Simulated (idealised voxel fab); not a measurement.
The document below concerns the process module designated voxel tone inversion.
The width of the displayed cross-section, cut, is 205 nm; its cells are square, with a size of 5 nm.
Format of a cross-section: grid, square cells. Given as bands. Order: top down. Band: one or more rows of cells.
What a band's entry tells you: where the top is and where the bottom is, as heights in nm, and after that what lies inside, material by material from left to right, each with its width in nm. Empty space is written as the word "blank", and a single material marked with the word "everywhere" occupies the band from edge to edge.
Note: height 0 marks the level under which the wafer is uniformly one material as received. Lowest band unbounded below, written "z 0 and below".
Note: "30..40" means the width goes from the first number (top row of the band) to the second number (bottom row) in equal steps per row of cells.
What does "nothing altered" mean for a step? It means no cell of the cross-section changed in that step.
For the entry "Entrapped voids", the listed items are empty spaces with no open way to the top whose size is 8 cells or more; each item follows the pattern width x height at distance, where distance is from the left edge and all three are in nm.
Note: text after step settings on the step line = simulator remark on that step.
overlay nm, on a step with a mask: how far to the right of its planned place the mask lay; to the left if negative
# So here's the lineup of process steps we planned
1: RECEIVE,material Si
2: CONFORMAL_DEP,material SiCN,thk nm 10
3: DIRECTIONAL_DEP,material aC,thk nm 15
4: PATTERN,tone cover,mask id POSTS,material resist,width nm 25,pitch nm 45,thk nm 20,overlay nm 0
5: DIRECTIONAL_ETCH,etch materials aC,depth nm 15
6: STRIP,etch materials resist
7: FILL_DEP,material SiO2,thk nm 10
8: CMP,height nm 25
9: STRIP,etch materials aC
# Cross-section of the incoming wafer, state after step 1
z 0 and below | Si everywhere
Entrapped voids: none
# The cross-section shown corresponds to the wafer at the conclusion of the module. The initial structure and the process plan are those presented above; however, one mistake occurred in executing the plan
z 25 to 10 | 20 nm SiO2, 30 nm blank, 15 nm SiO2, 30 nm blank, 15 nm SiO2, 30 nm blank, 15 nm SiO2, 30 nm blank, 20 nm SiO2
z 10 to 0 | SiCN everywhere
z 0 and below | Si everywhere
Entrapped voids: none
Misprocessing identified: step 4 was not run as planned; what actually ran was PATTERN,tone cover,mask id POSTS,material resist,width nm 30,pitch nm 45,thk nm 20,overlay nm 0
